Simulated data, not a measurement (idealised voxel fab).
The following is a process module called voxel fin reveal.
In the cross-section labelled cut, the width is 290 nm and each square cell is 5 nm.
How to read a cross-section here: the picture is a grid of square cells, written as bands going from the top down, and any band can span one or more rows of cells.
Top, bottom (nm), then materials left to right with widths (nm); lone material tagged "full width" fills the whole band edge to edge; "blank" = empty space.
Height reference: 0 = level under which incoming wafer is all one material. Lowest band: no bottom, runs on downward, e.g. "0 and below".
The notation "30 to 40" denotes a width that varies across the rows of cells in the band, beginning at the first number in the top row, finishing at the second number in the bottom row, and changing by an identical amount from each row to the next.
It should be understood that the words "nothing different", when stated for a given step, signify that the cross-section underwent no change in any of its cells during that step.
"Enclosed void entries" lists enclosed empty spaces (at least 8 cells, no open path upward to the top), each as width x height at distance from the left edge, in nm.
Whatever follows a step's settings on its line is a remark the simulator itself makes about that step.
The line of a step may include "overlay nm". On a step with a mask, this value is how far to the right of its planned place the mask lay. A negative value means the mask lay to the left.

BELOW IS THE LIST OF PLANNED PROCESS STEPS
1) RECEIVE with material Si
2) CONFORMAL_DEP with material SiN, thk nm 10
3) DIRECTIONAL_DEP with material aC, thk nm 15
4) PATTERN with tone cover, mask id FINS, material resist, width nm 15, pitch nm 35, thk nm 30, overlay nm 0
5) DIRECTIONAL_ETCH with etch materials aC, depth nm 15
6) STRIP with etch materials resist
7) DIRECTIONAL_ETCH with etch materials SiN, depth nm 10
8) DIRECTIONAL_ETCH with etch materials Si, depth nm 35
9) STRIP with etch materials aC
10) OXIDIZE with depth nm 5
11) FILL_DEP with material SiO2, thk nm 5
12) CMP with height nm 10
13) SELECTIVE_ETCH with etch materials SiO2, depth nm 35
14) STRIP with etch materials SiN
15) CONFORMAL_DEP with material SiO2, thk nm 5

DELIVERED WAFER IN CROSS-SECTION: STATE AFTER STEP 1
- 0 and below: Si full width
- Enclosed void entries: none

CROSS-SECTION, FIRST OF TWO WAFERS, END OF MODULE, RUN AS PLANNED
- 5 down to 0: blank (85) / SiO2 (15) / blank (20) / SiO2 (15) / blank (20) / SiO2 (15) / blank (20) / SiO2 (15) / blank (85)
- 0 down to -20: blank (85) / SiO2 (5) / Si (5) / SiO2 (5) / blank (20) / SiO2 (5) / Si (5) / SiO2 (5) / blank (20) / SiO2 (5) / Si (5) / SiO2 (5) / blank (20) / SiO2 (5) / Si (5) / SiO2 (5) / blank (85)
- -20 down to -40: SiO2 (90) / Si (5) / SiO2 (30) / Si (5) / SiO2 (30) / Si (5) / SiO2 (30) / Si (5) / SiO2 (90)
- -40 and below: Si full width
- Enclosed void entries: none

WAFER TWO CROSS-SECTION, MODULE END. START AND PLAN UNCHANGED FROM WAFER ONE; ONE MISTAKE MADE DURING THE RUN
- 5 down to 0: blank (85) / SiO2 (15) / blank (20) / SiO2 (15) / blank (20) / SiO2 (15) / blank (20) / SiO2 (15) / blank (85)
- 0 down to -20: blank (85) / SiO2 (5) / Si (5) / SiO2 (5) / blank (20) / SiO2 (5) / Si (5) / SiO2 (5) / blank (20) / SiO2 (5) / Si (5) / SiO2 (5) / blank (20) / SiO2 (5) / Si (5) / SiO2 (5) / blank (85)
- -20 down to -75: SiO2 (90) / Si (5) / SiO2 (30) / Si (5) / SiO2 (30) / Si (5) / SiO2 (30) / Si (5) / SiO2 (90)
- -75 and below: Si full width
- Enclosed void entries: none
Where did the run depart from the plan? step 8 was run twice
Per the end-of-run cell counts, the second wafer holds more or fewer of some materials than the first: 378 fewer of Si | 378 more of SiO2
